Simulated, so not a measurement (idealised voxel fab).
process module | voxel transistor to metal
cross-section cut | 185 nm wide | cells 5 nm
A cross-section is a grid of square cells, given in bands from the top down. A band is one or more rows of cells.
Each band's line starts with the height of the band's top and of its bottom, in nm. Then come its materials from left to right, each with its width in nm. One material with "throughout" fills the band from edge to edge. "air" is empty space.
Height 0 is the level under which the wafer as received is all one material. The lowest band goes on downwards, as in "0 down".
A width such as "30 to 40" changes by the same amount from each row of cells to the next, from the band's top row to its bottom row.
"no change" after a step means that no cell of the cross-section changed.
closed voids: empty space of 8 cells or more with no open way to the top, each as width x height at its distance from the left edge, in nm
after a step's settings: what the simulator itself notes on the step
overlay nm, on a step with a mask: how far to the right of its planned place the mask lay; to the left if negative
plan
1 op RECEIVE | material Si
2 op CONFORMAL_DEP | material SiO2 | thk nm 5
3 op CONFORMAL_DEP | material SiN | thk nm 10
4 op DIRECTIONAL_DEP | material aC | thk nm 10
5 op PATTERN | tone cover | mask id ACTIVE | material resist | width nm 95 | thk nm 30 | overlay nm 0
6 op DIRECTIONAL_ETCH | etch materials aC | depth nm 10
7 op STRIP | etch materials resist
8 op DIRECTIONAL_ETCH | etch materials SiN | depth nm 10
9 op DIRECTIONAL_ETCH | etch materials SiO2 | depth nm 5
10 op DIRECTIONAL_ETCH | etch materials Si | depth nm 25
11 op STRIP | etch materials aC
12 op FILL_DEP | material SiO2 | thk nm 15
13 op CMP | height nm 15
14 op SELECTIVE_ETCH | etch materials SiO2 | depth nm 5
15 op STRIP | etch materials SiN
16 op SELECTIVE_ETCH | etch materials SiO2 | depth nm 5
17 op OXIDIZE | depth nm 5
18 op DIRECTIONAL_DEP | material polySi | thk nm 25
19 op DIRECTIONAL_DEP | material SiCN | thk nm 15
20 op MASKED_ETCH | tone cover | mask id GATE | width nm 25 | etch materials SiCN | depth nm 25 | overlay nm 0
21 op MASKED_ETCH | tone cover | mask id GATE | width nm 25 | etch materials polySi | depth nm 35 | overlay nm 0
22 op CONFORMAL_DEP | material SiN | thk nm 5
23 op DIRECTIONAL_ETCH | etch materials SiN | depth nm 5
24 op DIRECTIONAL_ETCH | etch materials SiO2 | depth nm 5
25 op EPI | material SiGe | thk nm 5
26 op FILL_DEP | material SiO2 | thk nm 10
27 op CMP | height nm 25
28 op STRIP | etch materials polySi
29 op SELECTIVE_ETCH | etch materials SiO2 | depth nm 5
30 op CONFORMAL_DEP | material HfO2 | thk nm 5
31 op CONFORMAL_DEP | material TiN | thk nm 5
32 op FILL_DEP | material W | thk nm 10
33 op CMP | height nm 20
34 op DIRECTIONAL_DEP | material SiO2 | thk nm 15
35 op MASKED_ETCH | tone open | mask id CONTACT | width nm 15 | pitch nm 70 | etch materials SiO2 | depth nm 35 | overlay nm 0
36 op CONFORMAL_DEP | material TiN | thk nm 5
37 op FILL_DEP | material Ru | thk nm 5
38 op CMP | height nm 35
39 op DIRECTIONAL_DEP | material TiN | thk nm 5
40 op DIRECTIONAL_DEP | material Ru | thk nm 15
41 op MASKED_ETCH | tone cover | mask id METAL_1 | width nm 15 | pitch nm 70 | etch materials Ru | depth nm 15 | overlay nm 0
42 op MASKED_ETCH | tone cover | mask id METAL_1 | width nm 15 | pitch nm 70 | etch materials TiN | depth nm 5 | overlay nm 0
43 op CONFORMAL_DEP | material SiCN | thk nm 5
44 op FILL_DEP | material lowk | thk nm 5
45 op CMP | height nm 55
46 op CONFORMAL_DEP | material SiCN | thk nm 5
47 op DIRECTIONAL_DEP | material lowk | thk nm 25
48 op DIRECTIONAL_DEP | material aC | thk nm 10
49 op PATTERN | tone open | mask id METAL_2 | material resist | width nm 15 | pitch nm 70 | thk nm 30 | overlay nm 0
50 op DIRECTIONAL_ETCH | etch materials aC | depth nm 10
51 op STRIP | etch materials resist
52 op DIRECTIONAL_ETCH | etch materials lowk | depth nm 15
53 op STRIP | etch materials aC
54 op MASKED_ETCH | tone open | mask id METAL_2_HOLES | width nm 15 | pitch nm 70 | etch materials lowk | depth nm 10 | overlay nm 0
55 op MASKED_ETCH | tone open | mask id METAL_2_HOLES | width nm 15 | pitch nm 70 | etch materials SiCN | depth nm 5 | overlay nm 0
56 op CONFORMAL_DEP | material TiN | thk nm 5
57 op FILL_DEP | material Cu | thk nm 5
58 op CMP | height nm 85
59 op CONFORMAL_DEP | material SiCN | thk nm 5
first wafer, as planned
as received, after step 1
  0 down: Si throughout
  closed voids: none
after step 2
  5 to 0: SiO2 throughout
  below 0: unchanged
after step 3
  15 to 5: SiN throughout
  below 5: unchanged
after step 4
  25 to 15: aC throughout
  below 15: unchanged
after step 5
  55 to 25: air 45 | resist 95 | air 45
  below 25: unchanged
after step 6
  45 to 25: air 45 | resist 95 | air 45
  25 to 15: air 45 | aC 95 | air 45
  below 15: unchanged
after step 7
  25 to 15: air 45 | aC 95 | air 45
  below 15: unchanged
after step 8
  25 to 15: air 45 | aC 95 | air 45
  15 to 5: air 45 | SiN 95 | air 45
  below 5: unchanged
after step 9
  25 to 15: air 45 | aC 95 | air 45
  15 to 5: air 45 | SiN 95 | air 45
  5 to 0: air 45 | SiO2 95 | air 45
  below 0: unchanged
after step 10
  25 to 15: air 45 | aC 95 | air 45
  15 to 5: air 45 | SiN 95 | air 45
  5 to 0: air 45 | SiO2 95 | air 45
  0 to -25: air 45 | Si 95 | air 45
  below -25: unchanged
after step 11
  15 to 5: air 45 | SiN 95 | air 45
  below 5: unchanged
after step 12
  30 to 15: SiO2 throughout
  15 to 5: SiO2 45 | SiN 95 | SiO2 45
  5 to 0: SiO2 throughout
  0 to -25: SiO2 45 | Si 95 | SiO2 45
  below -25: unchanged
after step 13
  15 to 5: SiO2 45 | SiN 95 | SiO2 45
  below 5: unchanged
after step 14
  15 to 10: air 45 | SiN 95 | air 45
  below 10: unchanged
after step 15
  10 to 5: SiO2 45 | air 95 | SiO2 45
  below 5: unchanged
after step 16
  5 to 0: SiO2 40 | air 105 | SiO2 40
  below 0: unchanged
after step 17
  5 to 0: SiO2 40 | air 105 | SiO2 40
  0 to -5: SiO2 throughout
  below -5: unchanged
after step 18
  30 to 25: polySi 40 | air 105 | polySi 40
  25 to 5: polySi throughout
  5 to 0: SiO2 40 | polySi 105 | SiO2 40
  below 0: unchanged
after step 19
  45 to 40: SiCN 40 | air 105 | SiCN 40
  40 to 30: SiCN throughout
  30 to 25: polySi 40 | SiCN 105 | polySi 40
  below 25: unchanged
after step 20
  40 to 30: air 80 | SiCN 25 | air 80
  30 to 25: polySi 40 | air 40 | SiCN 25 | air 40 | polySi 40
  below 25: unchanged
after step 21
  40 to 25: air 80 | SiCN 25 | air 80
  25 to 5: air 80 | polySi 25 | air 80
  5 to 0: SiO2 40 | air 40 | polySi 25 | air 40 | SiO2 40
  below 0: unchanged
after step 22
  45 to 40: air 75 | SiN 35 | air 75
  40 to 25: air 75 | SiN 5 | SiCN 25 | SiN 5 | air 75
  25 to 10: air 75 | SiN 5 | polySi 25 | SiN 5 | air 75
  10 to 5: SiN 45 | air 30 | SiN 5 | polySi 25 | SiN 5 | air 30 | SiN 45
  5 to 0: SiO2 40 | SiN 40 | polySi 25 | SiN 40 | SiO2 40
  below 0: unchanged
after step 23
  40 to 25: air 75 | SiN 5 | SiCN 25 | SiN 5 | air 75
  25 to 5: air 75 | SiN 5 | polySi 25 | SiN 5 | air 75
  5 to 0: SiO2 40 | SiN 5 | air 30 | SiN 5 | polySi 25 | SiN 5 | air 30 | SiN 5 | SiO2 40
  below 0: unchanged
after step 24
  40 to 25: air 75 | SiN 5 | SiCN 25 | SiN 5 | air 75
  25 to 5: air 75 | SiN 5 | polySi 25 | SiN 5 | air 75
  5 to 0: air 40 | SiN 5 | air 30 | SiN 5 | polySi 25 | SiN 5 | air 30 | SiN 5 | air 40
  0 to -5: SiO2 45 | air 30 | SiO2 35 | air 30 | SiO2 45
  below -5: unchanged
after step 25
  40 to 25: air 75 | SiN 5 | SiCN 25 | SiN 5 | air 75
  25 to 5: air 75 | SiN 5 | polySi 25 | SiN 5 | air 75
  5 to 0: air 40 | SiN 5 | air 30 | SiN 5 | polySi 25 | SiN 5 | air 30 | SiN 5 | air 40
  0 to -5: SiO2 45 | SiGe 30 | SiO2 35 | SiGe 30 | SiO2 45
  below -5: unchanged
after step 26
  50 to 40: SiO2 throughout
  40 to 25: SiO2 75 | SiN 5 | SiCN 25 | SiN 5 | SiO2 75
  25 to 5: SiO2 75 | SiN 5 | polySi 25 | SiN 5 | SiO2 75
  5 to 0: SiO2 40 | SiN 5 | SiO2 30 | SiN 5 | polySi 25 | SiN 5 | SiO2 30 | SiN 5 | SiO2 40
  below 0: unchanged
after step 27
  25 to 5: SiO2 75 | SiN 5 | polySi 25 | SiN 5 | SiO2 75
  below 5: unchanged
after step 28
  25 to 5: SiO2 75 | SiN 5 | air 25 | SiN 5 | SiO2 75
  5 to 0: SiO2 40 | SiN 5 | SiO2 30 | SiN 5 | air 25 | SiN 5 | SiO2 30 | SiN 5 | SiO2 40
  below 0: unchanged
after step 29
  25 to 20: air 75 | SiN 5 | air 25 | SiN 5 | air 75
  20 to 5: SiO2 75 | SiN 5 | air 25 | SiN 5 | SiO2 75
  5 to 0: SiO2 40 | SiN 5 | SiO2 30 | SiN 5 | air 25 | SiN 5 | SiO2 30 | SiN 5 | SiO2 40
  0 to -5: SiO2 45 | SiGe 30 | air 35 | SiGe 30 | SiO2 45
  below -5: unchanged
after step 30
  30 to 25: air 70 | HfO2 15 | air 15 | HfO2 15 | air 70
  25 to 20: HfO2 75 | SiN 5 | HfO2 5 | air 15 | HfO2 5 | SiN 5 | HfO2 75
  20 to 5: SiO2 75 | SiN 5 | HfO2 5 | air 15 | HfO2 5 | SiN 5 | SiO2 75
  5 to 0: SiO2 40 | SiN 5 | SiO2 30 | SiN 5 | HfO2 5 | air 15 | HfO2 5 | SiN 5 | SiO2 30 | SiN 5 | SiO2 40
  0 to -5: SiO2 45 | SiGe 30 | HfO2 35 | SiGe 30 | SiO2 45
  below -5: unchanged
after step 31
  35 to 30: air 65 | TiN 25 | air 5 | TiN 25 | air 65
  30 to 25: TiN 70 | HfO2 15 | TiN 5 | air 5 | TiN 5 | HfO2 15 | TiN 70
  25 to 20: HfO2 75 | SiN 5 | HfO2 5 | TiN 5 | air 5 | TiN 5 | HfO2 5 | SiN 5 | HfO2 75
  20 to 5: SiO2 75 | SiN 5 | HfO2 5 | TiN 5 | air 5 | TiN 5 | HfO2 5 | SiN 5 | SiO2 75
  5 to 0: SiO2 40 | SiN 5 | SiO2 30 | SiN 5 | HfO2 5 | TiN 15 | HfO2 5 | SiN 5 | SiO2 30 | SiN 5 | SiO2 40
  below 0: unchanged
after step 32
  45 to 35: W throughout
  35 to 30: W 65 | TiN 25 | W 5 | TiN 25 | W 65
  30 to 25: TiN 70 | HfO2 15 | TiN 5 | W 5 | TiN 5 | HfO2 15 | TiN 70
  25 to 20: HfO2 75 | SiN 5 | HfO2 5 | TiN 5 | W 5 | TiN 5 | HfO2 5 | SiN 5 | HfO2 75
  20 to 5: SiO2 75 | SiN 5 | HfO2 5 | TiN 5 | W 5 | TiN 5 | HfO2 5 | SiN 5 | SiO2 75
  below 5: unchanged
after step 33
  20 to 5: SiO2 75 | SiN 5 | HfO2 5 | TiN 5 | W 5 | TiN 5 | HfO2 5 | SiN 5 | SiO2 75
  below 5: unchanged
after step 34
  35 to 20: SiO2 throughout
  below 20: unchanged
after step 35
  35 to 20: SiO2 50 | air 15 | SiO2 55 | air 15 | SiO2 50
  20 to 5: SiO2 50 | air 15 | SiO2 10 | SiN 5 | HfO2 5 | TiN 5 | W 5 | TiN 5 | HfO2 5 | SiN 5 | SiO2 10 | air 15 | SiO2 50
  5 to 0: SiO2 40 | SiN 5 | SiO2 5 | air 15 | SiO2 10 | SiN 5 | HfO2 5 | TiN 15 | HfO2 5 | SiN 5 | SiO2 10 | air 15 | SiO2 5 | SiN 5 | SiO2 40
  below 0: unchanged
after step 36
  40 to 35: TiN 55 | air 5 | TiN 65 | air 5 | TiN 55
  35 to 20: SiO2 50 | TiN 5 | air 5 | TiN 5 | SiO2 55 | TiN 5 | air 5 | TiN 5 | SiO2 50
  20 to 5: SiO2 50 | TiN 5 | air 5 | TiN 5 | SiO2 10 | SiN 5 | HfO2 5 | TiN 5 | W 5 | TiN 5 | HfO2 5 | SiN 5 | SiO2 10 | TiN 5 | air 5 | TiN 5 | SiO2 50
  5 to 0: SiO2 40 | SiN 5 | SiO2 5 | TiN 15 | SiO2 10 | SiN 5 | HfO2 5 | TiN 15 | HfO2 5 | SiN 5 | SiO2 10 | TiN 15 | SiO2 5 | SiN 5 | SiO2 40
  below 0: unchanged
after step 37
  45 to 40: Ru throughout
  40 to 35: TiN 55 | Ru 5 | TiN 65 | Ru 5 | TiN 55
  35 to 20: SiO2 50 | TiN 5 | Ru 5 | TiN 5 | SiO2 55 | TiN 5 | Ru 5 | TiN 5 | SiO2 50
  20 to 5: SiO2 50 | TiN 5 | Ru 5 | TiN 5 | SiO2 10 | SiN 5 | HfO2 5 | TiN 5 | W 5 | TiN 5 | HfO2 5 | SiN 5 | SiO2 10 | TiN 5 | Ru 5 | TiN 5 | SiO2 50
  below 5: unchanged
after step 38
  35 to 20: SiO2 50 | TiN 5 | Ru 5 | TiN 5 | SiO2 55 | TiN 5 | Ru 5 | TiN 5 | SiO2 50
  below 20: unchanged
after step 39
  40 to 35: TiN throughout
  below 35: unchanged
after step 40
  55 to 40: Ru throughout
  below 40: unchanged
after step 41
  55 to 40: air 50 | Ru 15 | air 55 | Ru 15 | air 50
  below 40: unchanged
after step 42
  55 to 40: air 50 | Ru 15 | air 55 | Ru 15 | air 50
  40 to 35: air 50 | TiN 15 | air 55 | TiN 15 | air 50
  below 35: unchanged
after step 43
  60 to 55: air 45 | SiCN 25 | air 45 | SiCN 25 | air 45
  55 to 40: air 45 | SiCN 5 | Ru 15 | SiCN 5 | air 45 | SiCN 5 | Ru 15 | SiCN 5 | air 45
  40 to 35: SiCN 50 | TiN 15 | SiCN 55 | TiN 15 | SiCN 50
  below 35: unchanged
after step 44
  65 to 60: lowk throughout
  60 to 55: lowk 45 | SiCN 25 | lowk 45 | SiCN 25 | lowk 45
  55 to 40: lowk 45 | SiCN 5 | Ru 15 | SiCN 5 | lowk 45 | SiCN 5 | Ru 15 | SiCN 5 | lowk 45
  below 40: unchanged
after step 45
  55 to 40: lowk 45 | SiCN 5 | Ru 15 | SiCN 5 | lowk 45 | SiCN 5 | Ru 15 | SiCN 5 | lowk 45
  below 40: unchanged
after step 46
  60 to 55: SiCN throughout
  below 55: unchanged
after step 47
  85 to 60: lowk throughout
  below 60: unchanged
after step 48
  95 to 85: aC throughout
  below 85: unchanged
after step 49
  125 to 95: resist 50 | air 15 | resist 55 | air 15 | resist 50
  below 95: unchanged
after step 50
  115 to 95: resist 50 | air 15 | resist 55 | air 15 | resist 50
  95 to 85: aC 50 | air 15 | aC 55 | air 15 | aC 50
  below 85: unchanged
after step 51
  95 to 85: aC 50 | air 15 | aC 55 | air 15 | aC 50
  below 85: unchanged
after step 52
  95 to 85: aC 50 | air 15 | aC 55 | air 15 | aC 50
  85 to 70: lowk 50 | air 15 | lowk 55 | air 15 | lowk 50
  below 70: unchanged
after step 53
  85 to 70: lowk 50 | air 15 | lowk 55 | air 15 | lowk 50
  below 70: unchanged
after step 54
  85 to 60: lowk 50 | air 15 | lowk 55 | air 15 | lowk 50
  below 60: unchanged
after step 55
  85 to 60: lowk 50 | air 15 | lowk 55 | air 15 | lowk 50
  60 to 55: SiCN 50 | air 15 | SiCN 55 | air 15 | SiCN 50
  below 55: unchanged
after step 56
  90 to 85: TiN 55 | air 5 | TiN 65 | air 5 | TiN 55
  85 to 60: lowk 50 | TiN 5 | air 5 | TiN 5 | lowk 55 | TiN 5 | air 5 | TiN 5 | lowk 50
  60 to 55: SiCN 50 | TiN 15 | SiCN 55 | TiN 15 | SiCN 50
  below 55: unchanged
after step 57
  95 to 90: Cu throughout
  90 to 85: TiN 55 | Cu 5 | TiN 65 | Cu 5 | TiN 55
  85 to 60: lowk 50 | TiN 5 | Cu 5 | TiN 5 | lowk 55 | TiN 5 | Cu 5 | TiN 5 | lowk 50
  below 60: unchanged
after step 58
  85 to 60: lowk 50 | TiN 5 | Cu 5 | TiN 5 | lowk 55 | TiN 5 | Cu 5 | TiN 5 | lowk 50
  below 60: unchanged
after step 59
  90 to 85: SiCN throughout
  below 85: unchanged
second wafer: like start, like plan, one mistake. Through step 53 it matches the first wafer
when step 54 should have ended
  75 to 70: lowk 50 | air 15 | lowk 55 | air 15 | lowk 50
  below 70: unchanged
when step 55 should have ended: no change
when step 56 should have ended
  80 to 75: TiN 55 | air 5 | TiN 65 | air 5 | TiN 55
  75 to 70: lowk 50 | TiN 15 | lowk 55 | TiN 15 | lowk 50
  below 70: unchanged
when step 57 should have ended
  85 to 80: Cu throughout
  80 to 75: TiN 55 | Cu 5 | TiN 65 | Cu 5 | TiN 55
  below 75: unchanged
when step 58 should have ended: no change
when step 59 should have ended
  90 to 85: SiCN throughout
  below 85: unchanged
what went wrong: step 54 ran as: op MASKED_ETCH | tone cover | mask id METAL_2_HOLES | width nm 15 | pitch nm 70 | etch materials lowk | depth nm 10 | overlay nm 0
at the end the second wafer has, in cells: 29 more of Cu | 6 more of SiCN | 15 more of TiN | 50 fewer of lowk
